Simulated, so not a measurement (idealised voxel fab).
process module | voxel self aligned contacts
cross-section cut | 215 nm wide | cells 5 nm
A cross-section is a grid of square cells, given in bands from the top down. A band is one or more rows of cells.
Each band's line starts with the height of the band's top and of its bottom, in nm. Then come its materials from left to right, each with its width in nm. One material with "throughout" fills the band from edge to edge. "air" is empty space.
Height 0 is the level under which the wafer as received is all one material. The lowest band goes on downwards, as in "0 down".
A width such as "30 to 40" changes by the same amount from each row of cells to the next, from the band's top row to its bottom row.
"no change" after a step means that no cell of the cross-section changed.
closed voids: empty space of 8 cells or more with no open way to the top, each as width x height at its distance from the left edge, in nm
after a step's settings: what the simulator itself notes on the step
overlay nm, on a step with a mask: how far to the right of its planned place the mask lay; to the left if negative
plan
1 op RECEIVE | material Si
2 op OXIDIZE | depth nm 5
3 op DIRECTIONAL_DEP | material polySi | thk nm 20
4 op DIRECTIONAL_DEP | material SiN | thk nm 20
5 op PATTERN | tone cover | mask id GATE | material resist | width nm 25 | pitch nm 60 | thk nm 20 | overlay nm 0
6 op DIRECTIONAL_ETCH | etch materials SiN | depth nm 20
7 op DIRECTIONAL_ETCH | etch materials polySi | depth nm 20
8 op STRIP | etch materials resist
9 op CONFORMAL_DEP | material SiN | thk nm 10
10 op DIRECTIONAL_ETCH | etch materials SiN | depth nm 10
11 op FILL_DEP | material SiO2 | thk nm 15
12 op CMP | height nm 45
13 op DIRECTIONAL_DEP | material aC | thk nm 15
14 op PATTERN | tone open | mask id CONTACT | material resist | width nm 45 | pitch nm 60 | thk nm 35 | overlay nm 0
15 op DIRECTIONAL_ETCH | etch materials aC | depth nm 15
16 op STRIP | etch materials resist
17 op DIRECTIONAL_ETCH | etch materials SiO2 | depth nm 50
18 op STRIP | etch materials aC
19 op CONFORMAL_DEP | material TiN | thk nm 5
20 op FILL_DEP | material W | thk nm 5
21 op CMP | height nm 45
22 op CONFORMAL_DEP | material SiN | thk nm 5
as received, after step 1
  0 down: Si throughout
  closed voids: none
a wafer at the end: this start, this plan, one mistake
  50 to 45: SiN throughout
  45 to 40: SiO2 25 | SiN 45 | TiN 15 | SiN 45 | TiN 15 | SiN 45 | SiO2 25
  40 to 20: SiN throughout
  20 to 0: polySi throughout
  0 to -5: SiO2 throughout
  -5 down: Si throughout
  closed voids: none
what went wrong: step 4 was run twice
